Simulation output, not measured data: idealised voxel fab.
process module | voxel wiring stack
cross-section cut | 175 nm wide | cells 5 nm
A cross-section is a grid of square cells, given in bands from the top down. A band is one or more rows of cells.
Each band's line starts with the height of the band's top and of its bottom, in nm. Then come its materials from left to right, each with its width in nm. One material with "throughout" fills the band from edge to edge. "air" is empty space.
Height 0 is the level under which the wafer as received is all one material. The lowest band goes on downwards, as in "0 down".
A width such as "30 to 40" changes by the same amount from each row of cells to the next, from the band's top row to its bottom row.
"no change" after a step means that no cell of the cross-section changed.
closed voids: empty space of 8 cells or more with no open way to the top, each as width x height at its distance from the left edge, in nm
after a step's settings: what the simulator itself notes on the step
overlay nm, on a step with a mask: how far to the right of its planned place the mask lay; to the left if negative
plan
1 op RECEIVE | material Si
2 op CONFORMAL_DEP | material SiO2 | thk nm 15
3 op DIRECTIONAL_DEP | material TiN | thk nm 5
4 op DIRECTIONAL_DEP | material Ru | thk nm 25
5 op DIRECTIONAL_DEP | material aC | thk nm 15
6 op PATTERN | tone cover | mask id METAL_1 | material resist | width nm 30 | pitch nm 50 | thk nm 30 | overlay nm 0
7 op DIRECTIONAL_ETCH | etch materials aC | depth nm 15
8 op STRIP | etch materials resist
9 op DIRECTIONAL_ETCH | etch materials Ru | depth nm 25
10 op DIRECTIONAL_ETCH | etch materials TiN | depth nm 5
11 op STRIP | etch materials aC
12 op FILL_DEP | material lowk | thk nm 10
13 op CMP | height nm 45
14 op CONFORMAL_DEP | material SiCN | thk nm 5
15 op DIRECTIONAL_DEP | material SiO2 | thk nm 30
16 op MASKED_ETCH | tone open | mask id METAL_2 | width nm 30 | pitch nm 50 | etch materials SiO2 | depth nm 15 | overlay nm 0
17 op PATTERN | tone open | mask id METAL_2_HOLES | material resist | width nm 15 | pitch nm 50 | thk nm 20 | overlay nm 0
18 op DIRECTIONAL_ETCH | etch materials SiO2 | depth nm 15
19 op DIRECTIONAL_ETCH | etch materials SiCN | depth nm 5
20 op STRIP | etch materials resist
21 op CONFORMAL_DEP | material TiN | thk nm 5
22 op FILL_DEP | material Ru | thk nm 10
23 op CMP | height nm 80
24 op CONFORMAL_DEP | material SiCN | thk nm 5
25 op DIRECTIONAL_DEP | material lowk | thk nm 10
26 op PATTERN | tone open | mask id PLUG_2 | material resist | width nm 15 | thk nm 20 | overlay nm 0
27 op DIRECTIONAL_ETCH | etch materials lowk | depth nm 10
28 op DIRECTIONAL_ETCH | etch materials SiCN | depth nm 5
29 op STRIP | etch materials resist
30 op EPI | material Ru | thk nm 10
31 op EPI | material Ru | thk nm 5
32 op DIRECTIONAL_DEP | material TiN | thk nm 5
33 op DIRECTIONAL_DEP | material Ru | thk nm 20
34 op DIRECTIONAL_DEP | material aC | thk nm 10
35 op PATTERN | tone cover | mask id METAL_3 | material resist | width nm 30 | pitch nm 50 | thk nm 30 | overlay nm 0
36 op DIRECTIONAL_ETCH | etch materials aC | depth nm 10
37 op STRIP | etch materials resist
38 op DIRECTIONAL_ETCH | etch materials Ru | depth nm 20
39 op DIRECTIONAL_ETCH | etch materials TiN | depth nm 5
40 op STRIP | etch materials aC
41 op FILL_DEP | material lowk | thk nm 5
42 op CMP | height nm 120
43 op CONFORMAL_DEP | material SiCN | thk nm 5
as received, after step 1
  0 down: Si throughout
  closed voids: none
first wafer at the end, as planned
  125 to 120: SiCN throughout
  120 to 100: lowk 45 | Ru 30 | lowk 20 | Ru 30 | lowk 50
  100 to 95: lowk 45 | TiN 30 | lowk 20 | TiN 30 | lowk 50
  95 to 85: lowk 45 | Ru 15 | lowk 115
  85 to 80: SiCN 45 | Ru 15 | SiCN 115
  80 to 70: SiO2 45 | TiN 5 | Ru 20 | TiN 5 | SiO2 20 | TiN 5 | Ru 20 | TiN 5 | SiO2 50
  70 to 65: SiO2 45 | TiN 5 | Ru 5 | TiN 20 | SiO2 20 | TiN 5 | Ru 5 | TiN 20 | SiO2 50
  65 to 50: SiO2 45 | TiN 5 | Ru 5 | TiN 5 | SiO2 35 | TiN 5 | Ru 5 | TiN 5 | SiO2 65
  50 to 45: SiCN 45 | TiN 15 | SiCN 35 | TiN 15 | SiCN 65
  45 to 20: lowk 45 | Ru 30 | lowk 20 | Ru 30 | lowk 50
  20 to 15: lowk 45 | TiN 30 | lowk 20 | TiN 30 | lowk 50
  15 to 0: SiO2 throughout
  0 down: Si throughout
  closed voids: none
second wafer at the end: like start, like plan, one mistake
  125 to 120: SiCN throughout
  120 to 100: lowk 45 | Ru 30 | lowk 20 | Ru 30 | lowk 50
  100 to 95: lowk 45 | TiN 30 | lowk 20 | TiN 30 | lowk 50
  95 to 85: lowk 45 | Ru 15 | lowk 115
  85 to 80: SiCN 45 | Ru 15 | SiCN 115
  80 to 70: SiO2 45 | TiN 5 | Ru 20 | TiN 5 | SiO2 20 | TiN 5 | Ru 20 | TiN 5 | SiO2 50
  70 to 65: SiO2 45 | TiN 5 | Ru 5 | TiN 20 | SiO2 20 | TiN 5 | Ru 5 | TiN 20 | SiO2 50
  65 to 50: SiO2 45 | TiN 5 | Ru 5 | TiN 5 | SiO2 35 | TiN 5 | Ru 5 | TiN 5 | SiO2 65
  50 to 45: SiCN 45 | TiN 15 | SiCN 35 | TiN 15 | SiCN 65
  45 to 20: Ru 45 | lowk 30 | Ru 20 | lowk 30 | Ru 50
  20 to 15: TiN 45 | lowk 30 | TiN 20 | lowk 30 | TiN 50
  15 to 0: SiO2 throughout
  0 down: Si throughout
  closed voids: none
what went wrong: step 6 ran as: op PATTERN | tone open | mask id METAL_1 | material resist | width nm 30 | pitch nm 50 | thk nm 30 | overlay nm 0
at the end the second wafer has, in cells: 55 more of Ru | 11 more of TiN | 66 fewer of lowk
